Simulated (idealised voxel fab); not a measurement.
A process module follows: voxel wiring stack.
Section shown: cut. Width: 290 nm. Cell size: 5 nm, square.
In what follows, cross-sections appear as grids of square cells, described through bands that run from the top down, where every band is one or more rows of cells. Band: top and bottom heights (nm) first, top before bottom; then materials from left to right, widths in nm. "all across" marks a sole material filling the band edge to edge. "air" denotes empty space. Heights are expressed relative to 0, this being the level below which the as-received wafer comprises one material exclusively. The lowest band is unbounded in the downward direction and is denoted as in "z 0 and below". Graded width ("30..40"): value in top row of band = first number; value in bottom row = second number; row-to-row change constant. Any step labelled "no modifications" changed none of the cells in the cross-section. Each empty space that has no open way to the top and spans at least 8 cells appears under "Catalogued sealed voids" as width x height at distance, the distance counted from the left edge, all in nm. Where a step's line continues beyond its settings, the continuation is a remark by the simulator itself on that step. "overlay nm" denotes, for a step that has a mask, the displacement of the mask to the right of its planned place, with negative values corresponding to the left.
# Here's what the planned process steps look like
step 1: RECEIVE with material Si
step 2: CONFORMAL_DEP with material SiO2, thk nm 15
step 3: DIRECTIONAL_DEP with material TiN, thk nm 5
step 4: DIRECTIONAL_DEP with material Ru, thk nm 25
step 5: DIRECTIONAL_DEP with material aC, thk nm 10
step 6: PATTERN with tone cover, mask id METAL_1, material resist, width nm 25, pitch nm 40, thk nm 30, overlay nm 0
step 7: DIRECTIONAL_ETCH with etch materials aC, depth nm 10
step 8: STRIP with etch materials resist
step 9: DIRECTIONAL_ETCH with etch materials Ru, depth nm 25
step 10: DIRECTIONAL_ETCH with etch materials TiN, depth nm 5
step 11: STRIP with etch materials aC
step 12: FILL_DEP with material lowk, thk nm 10
step 13: CMP with height nm 45
step 14: CONFORMAL_DEP with material SiCN, thk nm 5
step 15: DIRECTIONAL_DEP with material SiO2, thk nm 20
step 16: PATTERN with tone open, mask id PLUG_1, material resist, width nm 15, pitch nm 40, thk nm 20, overlay nm 0
step 17: DIRECTIONAL_ETCH with etch materials SiO2, depth nm 20
step 18: DIRECTIONAL_ETCH with etch materials SiCN, depth nm 5
step 19: STRIP with etch materials resist
step 20: EPI with material Ru, thk nm 10
step 21: EPI with material Ru, thk nm 10
step 22: EPI with material Ru, thk nm 5
step 23: DIRECTIONAL_DEP with material TiN, thk nm 5
step 24: DIRECTIONAL_DEP with material Ru, thk nm 20
step 25: DIRECTIONAL_DEP with material aC, thk nm 15
step 26: PATTERN with tone cover, mask id METAL_2, material resist, width nm 25, pitch nm 40, thk nm 30, overlay nm 0
step 27: DIRECTIONAL_ETCH with etch materials aC, depth nm 15
step 28: STRIP with etch materials resist
step 29: DIRECTIONAL_ETCH with etch materials Ru, depth nm 20
step 30: DIRECTIONAL_ETCH with etch materials TiN, depth nm 5
step 31: STRIP with etch materials aC
step 32: FILL_DEP with material lowk, thk nm 10
step 33: CMP with height nm 95
step 34: CONFORMAL_DEP with material SiCN, thk nm 5
step 35: DIRECTIONAL_DEP with material SiO2, thk nm 30
step 36: DIRECTIONAL_DEP with material aC, thk nm 10
step 37: PATTERN with tone open, mask id METAL_3, material resist, width nm 25, pitch nm 40, thk nm 25, overlay nm 0
step 38: DIRECTIONAL_ETCH with etch materials aC, depth nm 10
step 39: STRIP with etch materials resist
step 40: DIRECTIONAL_ETCH with etch materials SiO2, depth nm 15
step 41: STRIP with etch materials aC
step 42: PATTERN with tone open, mask id METAL_3_HOLES, material resist, width nm 15, thk nm 15, overlay nm 0
step 43: DIRECTIONAL_ETCH with etch materials SiO2, depth nm 15
step 44: DIRECTIONAL_ETCH with etch materials SiCN, depth nm 5
step 45: STRIP with etch materials resist
step 46: CONFORMAL_DEP with material TiN, thk nm 5
step 47: FILL_DEP with material Cu, thk nm 5
step 48: CMP with height nm 130
step 49: CONFORMAL_DEP with material SiCN, thk nm 5
step 50: DIRECTIONAL_DEP with material SiO2, thk nm 25
step 51: MASKED_ETCH with tone open, mask id METAL_4_HOLES, width nm 15, pitch nm 40, etch materials SiO2, depth nm 25, overlay nm 0
step 52: PATTERN with tone open, mask id METAL_4, material resist, width nm 25, pitch nm 40, thk nm 20, overlay nm 0
step 53: DIRECTIONAL_ETCH with etch materials SiO2, depth nm 15
step 54: DIRECTIONAL_ETCH with etch materials SiCN, depth nm 5
step 55: STRIP with etch materials resist
step 56: CONFORMAL_DEP with material TiN, thk nm 5
step 57: FILL_DEP with material Cu, thk nm 5
step 58: CMP with height nm 160
step 59: CONFORMAL_DEP with material SiCN, thk nm 5
# Wafer as received: cross-section following step 1
	z 0 and below = Si all across
	Catalogued sealed voids: none
# Final cross-section, module run with one mistake (start and plan as above)
	z 165 to 160 = SiCN all across
	z 160 to 150 = SiO2: 110; TiN: 5; Cu: 15; TiN: 5; SiO2: 15; TiN: 5; Cu: 15; TiN: 5; SiO2: 115
	z 150 to 145 = SiO2: 110; TiN: 5; Cu: 5; TiN: 15; SiO2: 15; TiN: 5; Cu: 5; TiN: 15; SiO2: 115
	z 145 to 135 = SiO2: 110; TiN: 5; Cu: 5; TiN: 5; SiO2: 25; TiN: 5; Cu: 5; TiN: 5; SiO2: 125
	z 135 to 130 = SiCN: 110; TiN: 15; SiCN: 25; TiN: 15; SiCN: 125
	z 130 to 120 = SiO2: 110; TiN: 5; Cu: 15; TiN: 5; SiO2: 15; TiN: 5; Cu: 15; TiN: 5; SiO2: 115
	z 120 to 115 = SiO2: 110; TiN: 10; Cu: 5; TiN: 10; SiO2: 15; TiN: 25; SiO2: 115
	z 115 to 100 = SiO2: 115; TiN: 5; Cu: 5; TiN: 5; SiO2: 160
	z 100 to 95 = SiCN: 115; TiN: 15; SiCN: 160
	z 95 to 75 = lowk: 110; Ru: 25; lowk: 15; Ru: 25; lowk: 115
	z 75 to 70 = lowk: 110; TiN: 25; lowk: 15; TiN: 25; lowk: 115
	z 70 to 50 = SiO2: 110; Ru: 15; SiO2: 25; Ru: 15; SiO2: 125
	z 50 to 45 = SiCN: 110; Ru: 15; SiCN: 25; Ru: 15; SiCN: 125
	z 45 to 20 = lowk: 110; Ru: 25; lowk: 15; Ru: 25; lowk: 115
	z 20 to 15 = lowk: 110; TiN: 25; lowk: 15; TiN: 25; lowk: 115
	z 15 to 0 = SiO2 all across
	z 0 and below = Si all across
	Catalogued sealed voids: none
what went wrong: step 42 ran with different settings than intended, the actual operation and settings being PATTERN with tone open, mask id METAL_3_HOLES, material resist, width nm 15, thk nm 15, overlay nm 5
